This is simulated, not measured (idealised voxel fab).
Documented hereafter: the process module known as voxel self aligned contacts.
Square cell edge 5 nm, section width 215 nm, ID cut.
Think of the cross-section as a grid of square cells. We describe it in bands, top to bottom, and each band covers one or more rows of those cells.
In this notation a band is specified by the heights of its top and bottom, in that order and in nm, after which its materials appear from left to right, each paired with its width in nm. The word "throughout" attached to a single material means that material fills the band from edge to edge; the word "air" stands for empty space.
Heights from 0 (as-received wafer is one material below). Bottom band endless downward, as "0 -> down".
It should be noted that a width expressed as "30..40" varies in equal increments from row to row of cells within the band, taking the value of the first number at the top row and that of the second number at the bottom row.
Reading "nothing different" for a step: not a cell of the cross-section changed in it.
Reported under the label "Completely sealed voids" are the empty spaces having no open way to the top and comprising 8 cells or more; the notation for each is width x height at distance, in which the distance is measured from the left edge and all three values are in nm.
Formally, on a step line, whatever follows the settings is a remark that the simulator itself makes on the step.
If you see "overlay nm" on a step's line and that step has a mask, it's telling you how far right of where it was planned the mask ended up; a negative number means it went left instead.
-- The planned process steps are enumerated hereunder
1,op RECEIVE | material Si
2,op CONFORMAL_DEP | material SiO2 | thk nm 5
3,op DIRECTIONAL_DEP | material polySi | thk nm 20
4,op DIRECTIONAL_DEP | material SiN | thk nm 25
5,op MASKED_ETCH | tone cover | mask id GATE | width nm 25 | pitch nm 65 | etch materials SiN | depth nm 25 | overlay nm 0
6,op MASKED_ETCH | tone cover | mask id GATE | width nm 25 | pitch nm 65 | etch materials polySi | depth nm 20 | overlay nm 0
7,op CONFORMAL_DEP | material SiN | thk nm 10
8,op DIRECTIONAL_ETCH | etch materials SiN | depth nm 10
9,op FILL_DEP | material SiO2 | thk nm 20
10,op CMP | height nm 60
11,op DIRECTIONAL_DEP | material aC | thk nm 15
12,op PATTERN | tone open | mask id CONTACT | material resist | width nm 50 | pitch nm 65 | thk nm 35 | overlay nm 0
13,op DIRECTIONAL_ETCH | etch materials aC | depth nm 15
14,op STRIP | etch materials resist
15,op DIRECTIONAL_ETCH | etch materials SiO2 | depth nm 60
16,op STRIP | etch materials aC
17,op CONFORMAL_DEP | material TiN | thk nm 5
18,op FILL_DEP | material Ru | thk nm 5
19,op CMP | height nm 60
20,op CONFORMAL_DEP | material SiCN | thk nm 5
-- What follows covers the first of two wafers; it ran as planned
-- Step 1 complete: cross-section of the wafer as received
* 0 -> down: Si throughout
* Completely sealed voids: none
-- The following cross-section depicts the wafer upon completion of step 2
* 5 -> 0: SiO2 throughout
* Nothing below the height 0 has changed.
-- The following cross-section depicts the wafer upon completion of step 3
* 25 -> 5: polySi throughout
* Nothing below the height 5 has changed.
-- The following cross-section depicts the wafer upon completion of step 4
* 50 -> 25: SiN throughout
* Nothing below the height 25 has changed.
-- The following cross-section depicts the wafer upon completion of step 5
* 50 -> 25: air 30 nm; SiN 25 nm; air 40 nm; SiN 25 nm; air 40 nm; SiN 25 nm; air 30 nm
* Nothing below the height 25 has changed.
-- The following cross-section depicts the wafer upon completion of step 6
* 50 -> 25: air 30 nm; SiN 25 nm; air 40 nm; SiN 25 nm; air 40 nm; SiN 25 nm; air 30 nm
* 25 -> 5: air 30 nm; polySi 25 nm; air 40 nm; polySi 25 nm; air 40 nm; polySi 25 nm; air 30 nm
* Nothing below the height 5 has changed.
-- The following cross-section depicts the wafer upon completion of step 7
* 60 -> 25: air 20 nm; SiN 45 nm; air 20 nm; SiN 45 nm; air 20 nm; SiN 45 nm; air 20 nm
* 25 -> 15: air 20 nm; SiN 10 nm; polySi 25 nm; SiN 10 nm; air 20 nm; SiN 10 nm; polySi 25 nm; SiN 10 nm; air 20 nm; SiN 10 nm; polySi 25 nm; SiN 10 nm; air 20 nm
* 15 -> 5: SiN 30 nm; polySi 25 nm; SiN 40 nm; polySi 25 nm; SiN 40 nm; polySi 25 nm; SiN 30 nm
* Nothing below the height 5 has changed.
-- The following cross-section depicts the wafer upon completion of step 8
* 50 -> 25: air 20 nm; SiN 45 nm; air 20 nm; SiN 45 nm; air 20 nm; SiN 45 nm; air 20 nm
* 25 -> 5: air 20 nm; SiN 10 nm; polySi 25 nm; SiN 10 nm; air 20 nm; SiN 10 nm; polySi 25 nm; SiN 10 nm; air 20 nm; SiN 10 nm; polySi 25 nm; SiN 10 nm; air 20 nm
* Nothing below the height 5 has changed.
-- The following cross-section depicts the wafer upon completion of step 9
* 70 -> 50: SiO2 throughout
* 50 -> 25: SiO2 20 nm; SiN 45 nm; SiO2 20 nm; SiN 45 nm; SiO2 20 nm; SiN 45 nm; SiO2 20 nm
* 25 -> 5: SiO2 20 nm; SiN 10 nm; polySi 25 nm; SiN 10 nm; SiO2 20 nm; SiN 10 nm; polySi 25 nm; SiN 10 nm; SiO2 20 nm; SiN 10 nm; polySi 25 nm; SiN 10 nm; SiO2 20 nm
* Nothing below the height 5 has changed.
-- The following cross-section depicts the wafer upon completion of step 10
* 60 -> 50: SiO2 throughout
* Nothing below the height 50 has changed.
-- The following cross-section depicts the wafer upon completion of step 11
* 75 -> 60: aC throughout
* Nothing below the height 60 has changed.
-- The following cross-section depicts the wafer upon completion of step 12
* 110 -> 75: resist 50 nm; air 50 nm; resist 15 nm; air 50 nm; resist 50 nm
* Nothing below the height 75 has changed.
-- The following cross-section depicts the wafer upon completion of step 13
* 95 -> 75: resist 50 nm; air 50 nm; resist 15 nm; air 50 nm; resist 50 nm
* 75 -> 60: aC 50 nm; air 50 nm; aC 15 nm; air 50 nm; aC 50 nm
* Nothing below the height 60 has changed.
-- The following cross-section depicts the wafer upon completion of step 14
* 75 -> 60: aC 50 nm; air 50 nm; aC 15 nm; air 50 nm; aC 50 nm
* Nothing below the height 60 has changed.
-- The following cross-section depicts the wafer upon completion of step 15
* 75 -> 60: aC 50 nm; air 50 nm; aC 15 nm; air 50 nm; aC 50 nm
* 60 -> 50: SiO2 50 nm; air 50 nm; SiO2 15 nm; air 50 nm; SiO2 50 nm
* 50 -> 25: SiO2 20 nm; SiN 45 nm; air 20 nm; SiN 45 nm; air 20 nm; SiN 45 nm; SiO2 20 nm
* 25 -> 5: SiO2 20 nm; SiN 10 nm; polySi 25 nm; SiN 10 nm; air 20 nm; SiN 10 nm; polySi 25 nm; SiN 10 nm; air 20 nm; SiN 10 nm; polySi 25 nm; SiN 10 nm; SiO2 20 nm
* 5 -> 0: SiO2 65 nm; air 20 nm; SiO2 45 nm; air 20 nm; SiO2 65 nm
* Nothing below the height 0 has changed.
-- The following cross-section depicts the wafer upon completion of step 16
* 60 -> 50: SiO2 50 nm; air 50 nm; SiO2 15 nm; air 50 nm; SiO2 50 nm
* Nothing below the height 50 has changed.
-- The following cross-section depicts the wafer upon completion of step 17
* 65 -> 60: TiN 55 nm; air 40 nm; TiN 25 nm; air 40 nm; TiN 55 nm
* 60 -> 50: SiO2 50 nm; TiN 5..20 nm; air 40..10 nm; TiN 5..20 nm; SiO2 15 nm; TiN 5..20 nm; air 40..10 nm; TiN 5..20 nm; SiO2 50 nm
* 50 -> 25: SiO2 20 nm; SiN 45 nm; TiN 5 nm; air 10 nm; TiN 5 nm; SiN 45 nm; TiN 5 nm; air 10 nm; TiN 5 nm; SiN 45 nm; SiO2 20 nm
* 25 -> 5: SiO2 20 nm; SiN 10 nm; polySi 25 nm; SiN 10 nm; TiN 5 nm; air 10 nm; TiN 5 nm; SiN 10 nm; polySi 25 nm; SiN 10 nm; TiN 5 nm; air 10 nm; TiN 5 nm; SiN 10 nm; polySi 25 nm; SiN 10 nm; SiO2 20 nm
* 5 -> 0: SiO2 65 nm; TiN 20 nm; SiO2 45 nm; TiN 20 nm; SiO2 65 nm
* Nothing below the height 0 has changed.
-- The following cross-section depicts the wafer upon completion of step 18
* 70 -> 65: Ru throughout
* 65 -> 60: TiN 55 nm; Ru 40 nm; TiN 25 nm; Ru 40 nm; TiN 55 nm
* 60 -> 50: SiO2 50 nm; TiN 5..20 nm; Ru 40..10 nm; TiN 5..20 nm; SiO2 15 nm; TiN 5..20 nm; Ru 40..10 nm; TiN 5..20 nm; SiO2 50 nm
* 50 -> 25: SiO2 20 nm; SiN 45 nm; TiN 5 nm; Ru 10 nm; TiN 5 nm; SiN 45 nm; TiN 5 nm; Ru 10 nm; TiN 5 nm; SiN 45 nm; SiO2 20 nm
* 25 -> 5: SiO2 20 nm; SiN 10 nm; polySi 25 nm; SiN 10 nm; TiN 5 nm; Ru 10 nm; TiN 5 nm; SiN 10 nm; polySi 25 nm; SiN 10 nm; TiN 5 nm; Ru 10 nm; TiN 5 nm; SiN 10 nm; polySi 25 nm; SiN 10 nm; SiO2 20 nm
* Nothing below the height 5 has changed.
-- The following cross-section depicts the wafer upon completion of step 19
* 60 -> 50: SiO2 50 nm; TiN 5..20 nm; Ru 40..10 nm; TiN 5..20 nm; SiO2 15 nm; TiN 5..20 nm; Ru 40..10 nm; TiN 5..20 nm; SiO2 50 nm
* Nothing below the height 50 has changed.
-- The following cross-section depicts the wafer upon completion of step 20
* 65 -> 60: SiCN throughout
* Nothing below the height 60 has changed.
-- Second wafer. Start and plan as for the first. One mistake made in running. Agrees with the first up to and including step 1
-- Cross-sectional view of the second wafer at the intended end time of process step 2
* 5 -> 0: SiCN throughout
* Nothing below the height 0 has changed.
-- Cross-sectional view of the second wafer at the intended end time of process step 3
* 25 -> 5: polySi throughout
* Nothing below the height 5 has changed.
-- Cross-sectional view of the second wafer at the intended end time of process step 4
* 50 -> 25: SiN throughout
* Nothing below the height 25 has changed.
-- Cross-sectional view of the second wafer at the intended end time of process step 5
* 50 -> 25: air 30 nm; SiN 25 nm; air 40 nm; SiN 25 nm; air 40 nm; SiN 25 nm; air 30 nm
* Nothing below the height 25 has changed.
-- Cross-sectional view of the second wafer at the intended end time of process step 6
* 50 -> 25: air 30 nm; SiN 25 nm; air 40 nm; SiN 25 nm; air 40 nm; SiN 25 nm; air 30 nm
* 25 -> 5: air 30 nm; polySi 25 nm; air 40 nm; polySi 25 nm; air 40 nm; polySi 25 nm; air 30 nm
* Nothing below the height 5 has changed.
-- Cross-sectional view of the second wafer at the intended end time of process step 7
* 60 -> 25: air 20 nm; SiN 45 nm; air 20 nm; SiN 45 nm; air 20 nm; SiN 45 nm; air 20 nm
* 25 -> 15: air 20 nm; SiN 10 nm; polySi 25 nm; SiN 10 nm; air 20 nm; SiN 10 nm; polySi 25 nm; SiN 10 nm; air 20 nm; SiN 10 nm; polySi 25 nm; SiN 10 nm; air 20 nm
* 15 -> 5: SiN 30 nm; polySi 25 nm; SiN 40 nm; polySi 25 nm; SiN 40 nm; polySi 25 nm; SiN 30 nm
* Nothing below the height 5 has changed.
-- Cross-sectional view of the second wafer at the intended end time of process step 8
* 50 -> 25: air 20 nm; SiN 45 nm; air 20 nm; SiN 45 nm; air 20 nm; SiN 45 nm; air 20 nm
* 25 -> 5: air 20 nm; SiN 10 nm; polySi 25 nm; SiN 10 nm; air 20 nm; SiN 10 nm; polySi 25 nm; SiN 10 nm; air 20 nm; SiN 10 nm; polySi 25 nm; SiN 10 nm; air 20 nm
* Nothing below the height 5 has changed.
-- Cross-sectional view of the second wafer at the intended end time of process step 9
* 70 -> 50: SiO2 throughout
* 50 -> 25: SiO2 20 nm; SiN 45 nm; SiO2 20 nm; SiN 45 nm; SiO2 20 nm; SiN 45 nm; SiO2 20 nm
* 25 -> 5: SiO2 20 nm; SiN 10 nm; polySi 25 nm; SiN 10 nm; SiO2 20 nm; SiN 10 nm; polySi 25 nm; SiN 10 nm; SiO2 20 nm; SiN 10 nm; polySi 25 nm; SiN 10 nm; SiO2 20 nm
* Nothing below the height 5 has changed.
-- Cross-sectional view of the second wafer at the intended end time of process step 10
* 60 -> 50: SiO2 throughout
* Nothing below the height 50 has changed.
-- Cross-sectional view of the second wafer at the intended end time of process step 11
* 75 -> 60: aC throughout
* Nothing below the height 60 has changed.
-- Cross-sectional view of the second wafer at the intended end time of process step 12
* 110 -> 75: resist 50 nm; air 50 nm; resist 15 nm; air 50 nm; resist 50 nm
* Nothing below the height 75 has changed.
-- Cross-sectional view of the second wafer at the intended end time of process step 13
* 95 -> 75: resist 50 nm; air 50 nm; resist 15 nm; air 50 nm; resist 50 nm
* 75 -> 60: aC 50 nm; air 50 nm; aC 15 nm; air 50 nm; aC 50 nm
* Nothing below the height 60 has changed.
-- Cross-sectional view of the second wafer at the intended end time of process step 14
* 75 -> 60: aC 50 nm; air 50 nm; aC 15 nm; air 50 nm; aC 50 nm
* Nothing below the height 60 has changed.
-- Cross-sectional view of the second wafer at the intended end time of process step 15
* 75 -> 60: aC 50 nm; air 50 nm; aC 15 nm; air 50 nm; aC 50 nm
* 60 -> 50: SiO2 50 nm; air 50 nm; SiO2 15 nm; air 50 nm; SiO2 50 nm
* 50 -> 25: SiO2 20 nm; SiN 45 nm; air 20 nm; SiN 45 nm; air 20 nm; SiN 45 nm; SiO2 20 nm
* 25 -> 5: SiO2 20 nm; SiN 10 nm; polySi 25 nm; SiN 10 nm; air 20 nm; SiN 10 nm; polySi 25 nm; SiN 10 nm; air 20 nm; SiN 10 nm; polySi 25 nm; SiN 10 nm; SiO2 20 nm
* Nothing below the height 5 has changed.
-- Cross-sectional view of the second wafer at the intended end time of process step 16
* 60 -> 50: SiO2 50 nm; air 50 nm; SiO2 15 nm; air 50 nm; SiO2 50 nm
* Nothing below the height 50 has changed.
-- Cross-sectional view of the second wafer at the intended end time of process step 17
* 65 -> 60: TiN 55 nm; air 40 nm; TiN 25 nm; air 40 nm; TiN 55 nm
* 60 -> 50: SiO2 50 nm; TiN 5..20 nm; air 40..10 nm; TiN 5..20 nm; SiO2 15 nm; TiN 5..20 nm; air 40..10 nm; TiN 5..20 nm; SiO2 50 nm
* 50 -> 25: SiO2 20 nm; SiN 45 nm; TiN 5 nm; air 10 nm; TiN 5 nm; SiN 45 nm; TiN 5 nm; air 10 nm; TiN 5 nm; SiN 45 nm; SiO2 20 nm
* 25 -> 10: SiO2 20 nm; SiN 10 nm; polySi 25 nm; SiN 10 nm; TiN 5 nm; air 10 nm; TiN 5 nm; SiN 10 nm; polySi 25 nm; SiN 10 nm; TiN 5 nm; air 10 nm; TiN 5 nm; SiN 10 nm; polySi 25 nm; SiN 10 nm; SiO2 20 nm
* 10 -> 5: SiO2 20 nm; SiN 10 nm; polySi 25 nm; SiN 10 nm; TiN 20 nm; SiN 10 nm; polySi 25 nm; SiN 10 nm; TiN 20 nm; SiN 10 nm; polySi 25 nm; SiN 10 nm; SiO2 20 nm
* Nothing below the height 5 has changed.
-- Cross-sectional view of the second wafer at the intended end time of process step 18
* 70 -> 65: Ru throughout
* 65 -> 60: TiN 55 nm; Ru 40 nm; TiN 25 nm; Ru 40 nm; TiN 55 nm
* 60 -> 50: SiO2 50 nm; TiN 5..20 nm; Ru 40..10 nm; TiN 5..20 nm; SiO2 15 nm; TiN 5..20 nm; Ru 40..10 nm; TiN 5..20 nm; SiO2 50 nm
* 50 -> 25: SiO2 20 nm; SiN 45 nm; TiN 5 nm; Ru 10 nm; TiN 5 nm; SiN 45 nm; TiN 5 nm; Ru 10 nm; TiN 5 nm; SiN 45 nm; SiO2 20 nm
* 25 -> 10: SiO2 20 nm; SiN 10 nm; polySi 25 nm; SiN 10 nm; TiN 5 nm; Ru 10 nm; TiN 5 nm; SiN 10 nm; polySi 25 nm; SiN 10 nm; TiN 5 nm; Ru 10 nm; TiN 5 nm; SiN 10 nm; polySi 25 nm; SiN 10 nm; SiO2 20 nm
* Nothing below the height 10 has changed.
-- Cross-sectional view of the second wafer at the intended end time of process step 19
* 60 -> 50: SiO2 50 nm; TiN 5..20 nm; Ru 40..10 nm; TiN 5..20 nm; SiO2 15 nm; TiN 5..20 nm; Ru 40..10 nm; TiN 5..20 nm; SiO2 50 nm
* Nothing below the height 50 has changed.
-- Cross-sectional view of the second wafer at the intended end time of process step 20
* 65 -> 60: SiCN throughout
* Nothing below the height 60 has changed.
Processing error: step 2: run off-plan, actual operation and settings op CONFORMAL_DEP | material SiCN | thk nm 5
Materials where the second wafer ends with more or fewer cells than the first: Ru -4, SiCN +43, SiO2 -35, TiN -4
